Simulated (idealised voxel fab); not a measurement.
process module | voxel gate over fins
cross-section cut | 235 nm wide | cells 5 nm
A cross-section is a grid of square cells, given in bands from the top down. A band is one or more rows of cells.
Each band's line starts with the height of the band's top and of its bottom, in nm. Then come its materials from left to right, each with its width in nm. One material with "throughout" fills the band from edge to edge. "air" is empty space.
Height 0 is the level under which the wafer as received is all one material. The lowest band goes on downwards, as in "0 down".
A width such as "30 to 40" changes by the same amount from each row of cells to the next, from the band's top row to its bottom row.
"no change" after a step means that no cell of the cross-section changed.
closed voids: empty space of 8 cells or more with no open way to the top, each as width x height at its distance from the left edge, in nm
after a step's settings: what the simulator itself notes on the step
overlay nm, on a step with a mask: how far to the right of its planned place the mask lay; to the left if negative
plan
1 op RECEIVE | material Si
2 op CONFORMAL_DEP | material SiN | thk nm 10
3 op DIRECTIONAL_DEP | material aC | thk nm 15
4 op PATTERN | tone cover | mask id FINS | material resist | width nm 15 | pitch nm 45 | thk nm 35 | overlay nm 0
5 op DIRECTIONAL_ETCH | etch materials aC | depth nm 15
6 op STRIP | etch materials resist
7 op DIRECTIONAL_ETCH | etch materials SiN | depth nm 10
8 op DIRECTIONAL_ETCH | etch materials Si | depth nm 40
9 op STRIP | etch materials aC
10 op OXIDIZE | depth nm 5
11 op FILL_DEP | material SiO2 | thk nm 5
12 op CMP | height nm 10
13 op SELECTIVE_ETCH | etch materials SiO2 | depth nm 20
14 op STRIP | etch materials SiN
15 op CONFORMAL_DEP | material HfO2 | thk nm 5
16 op CONFORMAL_DEP | material TiN | thk nm 5
17 op FILL_DEP | material W | thk nm 10
18 op CMP | height nm 15
19 op CONFORMAL_DEP | material SiN | thk nm 10
as received, after step 1
  0 down: Si throughout
  closed voids: none
first wafer at the end, as planned
  25 to 15: SiN throughout
  15 to 10: W throughout
  10 to 5: W 80 | TiN 25 | W 20 | TiN 25 | W 85
  5 to 0: W 80 | TiN 5 | HfO2 15 | TiN 5 | W 20 | TiN 5 | HfO2 15 | TiN 5 | W 85
  0 to -5: TiN 85 | HfO2 5 | Si 5 | HfO2 5 | TiN 30 | HfO2 5 | Si 5 | HfO2 5 | TiN 90
  -5 to -10: HfO2 90 | Si 5 | HfO2 40 | Si 5 | HfO2 95
  -10 to -45: SiO2 90 | Si 5 | SiO2 40 | Si 5 | SiO2 95
  -45 down: Si throughout
  closed voids: none
second wafer at the end: like start, like plan, one mistake
  25 to 15: SiN throughout
  15 to 10: W throughout
  10 to 5: W 85 | TiN 25 | W 20 | TiN 25 | W 80
  5 to 0: W 85 | TiN 5 | HfO2 15 | TiN 5 | W 20 | TiN 5 | HfO2 15 | TiN 5 | W 80
  0 to -5: TiN 90 | HfO2 5 | Si 5 | HfO2 5 | TiN 30 | HfO2 5 | Si 5 | HfO2 5 | TiN 85
  -5 to -10: HfO2 95 | Si 5 | HfO2 40 | Si 5 | HfO2 90
  -10 to -45: SiO2 95 | Si 5 | SiO2 40 | Si 5 | SiO2 90
  -45 down: Si throughout
  closed voids: none
what went wrong: step 4 ran as: op PATTERN | tone cover | mask id FINS | material resist | width nm 15 | pitch nm 45 | thk nm 35 | overlay nm 5
at the end the second wafer has, in cells: as many of each material as the first, in other places
